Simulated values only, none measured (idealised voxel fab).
The following process module bears the name voxel fin reveal.
Cross-sectional view cut (width: 155 nm; square cell size: 5 nm).
This document writes a cross-section as a grid whose cells are square, and gives it as bands, listed from the top down; one or more rows of cells form a band. The band entry comprises the height of the band's top followed by the height of its bottom, expressed in nm, and subsequently the band's materials from left to right, each stated together with its width in nm. Where a single material is marked with the word "all across", that material fills the band from edge to edge. The word "blank" represents empty space. Basically, 0 is our baseline, since under it the wafer straight out of the box is all one material. The bottom band has no lower end and keeps on going down, so it looks like "0..down". The width entry "30..40" should be interpreted row by row: the top row of cells in the band takes the first number, the bottom row takes the second number, and the change between adjacent rows is uniform throughout. A step reported as "changes: none" is a step in which no cell of the cross-section changed. What "Closed cavity list" gives you is every empty space of 8 cells or more that is cut off from the top. Each appears as width x height at distance, with the distance taken from the left edge and width, height and distance all in nm. Formally, on a step line, whatever follows the settings is a remark that the simulator itself makes on the step. "overlay nm" on a masked step: distance the mask lay right of its planned place, negative for left.

These are the steps we planned for the process
1 RECEIVE | material Si
2 CONFORMAL_DEP | material SiN | thk nm 10
3 MASKED_ETCH | tone cover | mask id FINS | width nm 15 | pitch nm 35 | etch materials SiN | depth nm 10 | overlay nm 0
4 MASKED_ETCH | tone cover | mask id FINS | width nm 15 | pitch nm 35 | etch materials Si | depth nm 30 | overlay nm 0
5 OXIDIZE | depth nm 5
6 FILL_DEP | material SiO2 | thk nm 15
7 CMP | height nm 10
8 SELECTIVE_ETCH | etch materials SiO2 | depth nm 25
9 STRIP | etch materials SiN

As-received wafer cross-section (after step 1)
	0..down = Si all across
	Closed cavity list: none

The first of two wafers, cross-sectioned at the end of the module, with the run proceeding as planned
	0..-15 = 40 nm blank, then 5 nm Si, then 30 nm blank, then 5 nm Si, then 30 nm blank, then 5 nm Si, then 40 nm blank
	-15..-35 = 40 nm SiO2, then 5 nm Si, then 30 nm SiO2, then 5 nm Si, then 30 nm SiO2, then 5 nm Si, then 40 nm SiO2
	-35..down = Si all across
	Closed cavity list: none

Wafer two, end of module, cross-section. Same start, same plan as wafer one. One mistake in the run
	0..-15 = 40 nm blank, then 10 nm Si, then 25 nm blank, then 10 nm Si, then 25 nm blank, then 10 nm Si, then 35 nm blank
	-15..-35 = 40 nm SiO2, then 10 nm Si, then 25 nm SiO2, then 10 nm Si, then 25 nm SiO2, then 10 nm Si, then 35 nm SiO2
	-35..down = Si all across
	Closed cavity list: none
Nonconformance to the process plan: step 3 did not use the planned setting and instead ran as MASKED_ETCH | tone cover | mask id FINS | width nm 20 | pitch nm 35 | etch materials SiN | depth nm 10 | overlay nm 0
Cell-count delta at end, second wafer over first, by material: Si +21; SiO2 -12
